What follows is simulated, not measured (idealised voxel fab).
Proc. module: voxel transistor to metal
Cross-section cut spans 190 nm and uses square cells 5 nm in size.
Square cells in a grid make up a cross-section in this document, and the grid is given as bands, listed from the top down, each one or more rows of cells.
Band: top and bottom heights (nm) first, top before bottom; then materials from left to right, widths in nm. "everywhere" marks a sole material filling the band edge to edge. "air" denotes empty space.
Zero point of the height axis is 0; under it, received wafer = one material. Lowest band: continues down indefinitely, "0 and below".
A width given as "30 to 40" starts at the first number in the band's top row and ends at the second number in its bottom row, shifting by an equal amount at every step from row to row.
A step reported as "nothing got changed" is a step in which no cell of the cross-section changed.
Look at "Completely enclosed voids" for the closed voids: empty spaces with no open path to the top, sized 8 cells or up. Each is width x height at distance, distance from the left edge, all nm.
Note: text after step settings on the step line = simulator remark on that step.
overlay nm: how far to the right of its planned place the mask lay on this masked step (negative: to the left).
Steps in the process plan:
1) op RECEIVE | material Si
2) op CONFORMAL_DEP | material SiO2 | thk nm 5
3) op CONFORMAL_DEP | material SiN | thk nm 10
4) op DIRECTIONAL_DEP | material aC | thk nm 10
5) op PATTERN | tone cover | mask id ACTIVE | material resist | width nm 115 | thk nm 25 | overlay nm 0
6) op DIRECTIONAL_ETCH | etch materials aC | depth nm 10
7) op STRIP | etch materials resist
8) op DIRECTIONAL_ETCH | etch materials SiN | depth nm 10
9) op DIRECTIONAL_ETCH | etch materials SiO2 | depth nm 5
10) op DIRECTIONAL_ETCH | etch materials Si | depth nm 35
11) op STRIP | etch materials aC
12) op FILL_DEP | material SiO2 | thk nm 5
13) op CMP | height nm 15
14) op SELECTIVE_ETCH | etch materials SiO2 | depth nm 10
15) op STRIP | etch materials SiN
16) op SELECTIVE_ETCH | etch materials SiO2 | depth nm 5
17) op OXIDIZE | depth nm 5
18) op DIRECTIONAL_DEP | material polySi | thk nm 25
19) op DIRECTIONAL_DEP | material SiCN | thk nm 10
20) op MASKED_ETCH | tone cover | mask id GATE | width nm 25 | etch materials SiCN | depth nm 20 | overlay nm 0
21) op MASKED_ETCH | tone cover | mask id GATE | width nm 25 | etch materials polySi | depth nm 35 | overlay nm 0
22) op CONFORMAL_DEP | material SiN | thk nm 10
23) op DIRECTIONAL_ETCH | etch materials SiN | depth nm 10
24) op DIRECTIONAL_ETCH | etch materials SiO2 | depth nm 5
25) op EPI | material nSi | thk nm 5
26) op FILL_DEP | material SiO2 | thk nm 10
27) op CMP | height nm 25
28) op STRIP | etch materials polySi
29) op SELECTIVE_ETCH | etch materials SiO2 | depth nm 5
30) op CONFORMAL_DEP | material HfO2 | thk nm 5
31) op CONFORMAL_DEP | material TiN | thk nm 5
32) op FILL_DEP | material W | thk nm 5
33) op CMP | height nm 20
34) op DIRECTIONAL_DEP | material SiO2 | thk nm 10
35) op PATTERN | tone open | mask id CONTACT | material resist | width nm 20 | pitch nm 75 | thk nm 20 | overlay nm 0
36) op DIRECTIONAL_ETCH | etch materials SiO2 | depth nm 30
37) op STRIP | etch materials resist
38) op CONFORMAL_DEP | material TiN | thk nm 5
39) op FILL_DEP | material W | thk nm 10
40) op CMP | height nm 30
41) op DIRECTIONAL_DEP | material TiN | thk nm 5
42) op DIRECTIONAL_DEP | material Ru | thk nm 15
43) op PATTERN | tone cover | mask id METAL_1 | material resist | width nm 20 | pitch nm 75 | thk nm 15 | overlay nm 0
44) op DIRECTIONAL_ETCH | etch materials Ru | depth nm 15
45) op DIRECTIONAL_ETCH | etch materials TiN | depth nm 5
46) op STRIP | etch materials resist
47) op CONFORMAL_DEP | material SiN | thk nm 5
48) op FILL_DEP | material lowk | thk nm 5
49) op CMP | height nm 50
50) op CONFORMAL_DEP | material SiN | thk nm 5
Step 1 complete: cross-section of the wafer as received:
* 0 and below: Si everywhere
* Completely enclosed voids: none
Cross-section: first of two wafers, module finished, run according to plan:
* 55 down to 50: SiN everywhere
* 50 down to 35: lowk (40); SiN (5); Ru (20); SiN (5); lowk (45); SiN (5); Ru (20); SiN (5); lowk (45)
* 35 down to 30: SiN (45); TiN (20); SiN (55); TiN (20); SiN (50)
* 30 down to 20: SiO2 (45); TiN (5); W (10); TiN (5); SiO2 (55); TiN (5); W (10); TiN (5); SiO2 (50)
* 20 down to 5: SiO2 (45); TiN (5); W (10); TiN (5); SiO2 (5); SiN (10); HfO2 (5); TiN (5); W (5); TiN (5); HfO2 (5); SiN (10); SiO2 (5); TiN (5); W (10); TiN (5); SiO2 (50)
* 5 down to 0: SiO2 (45); TiN (20); SiO2 (5); SiN (10); HfO2 (5); TiN (15); HfO2 (5); SiN (10); SiO2 (5); TiN (20); SiO2 (50)
* 0 down to -5: SiO2 (30); nSi (40); SiO2 (5); HfO2 (35); SiO2 (5); nSi (40); SiO2 (35)
* -5 down to -35: SiO2 (35); Si (115); SiO2 (40)
* -35 and below: Si everywhere
* Completely enclosed voids: none
Presented here is a cross-section of the second of the two wafers as it stood at the end of the module. It was started in the same manner and assigned the same plan as the first wafer; however, one mistake was made in its execution:
* 55 down to 50: SiN everywhere
* 50 down to 35: Ru (45); SiN (5); lowk (10); SiN (5); Ru (55); SiN (5); lowk (10); SiN (5); Ru (50)
* 35 down to 30: TiN (45); SiN (20); TiN (55); SiN (20); TiN (50)
* 30 down to 20: SiO2 (45); TiN (5); W (10); TiN (5); SiO2 (55); TiN (5); W (10); TiN (5); SiO2 (50)
* 20 down to 5: SiO2 (45); TiN (5); W (10); TiN (5); SiO2 (5); SiN (10); HfO2 (5); TiN (5); W (5); TiN (5); HfO2 (5); SiN (10); SiO2 (5); TiN (5); W (10); TiN (5); SiO2 (50)
* 5 down to 0: SiO2 (45); TiN (20); SiO2 (5); SiN (10); HfO2 (5); TiN (15); HfO2 (5); SiN (10); SiO2 (5); TiN (20); SiO2 (50)
* 0 down to -5: SiO2 (30); nSi (40); SiO2 (5); HfO2 (35); SiO2 (5); nSi (40); SiO2 (35)
* -5 down to -35: SiO2 (35); Si (115); SiO2 (40)
* -35 and below: Si everywhere
* Completely enclosed voids: none
Error vs. plan: step 43 was processed under conditions differing from the plan, specifically as op PATTERN | tone open | mask id METAL_1 | material resist | width nm 20 | pitch nm 75 | thk nm 15 | overlay nm 0
Wafer comparison, final, in cells, second relative to first, materials more or fewer: +66 Ru; -22 SiN; +22 TiN; -66 lowk
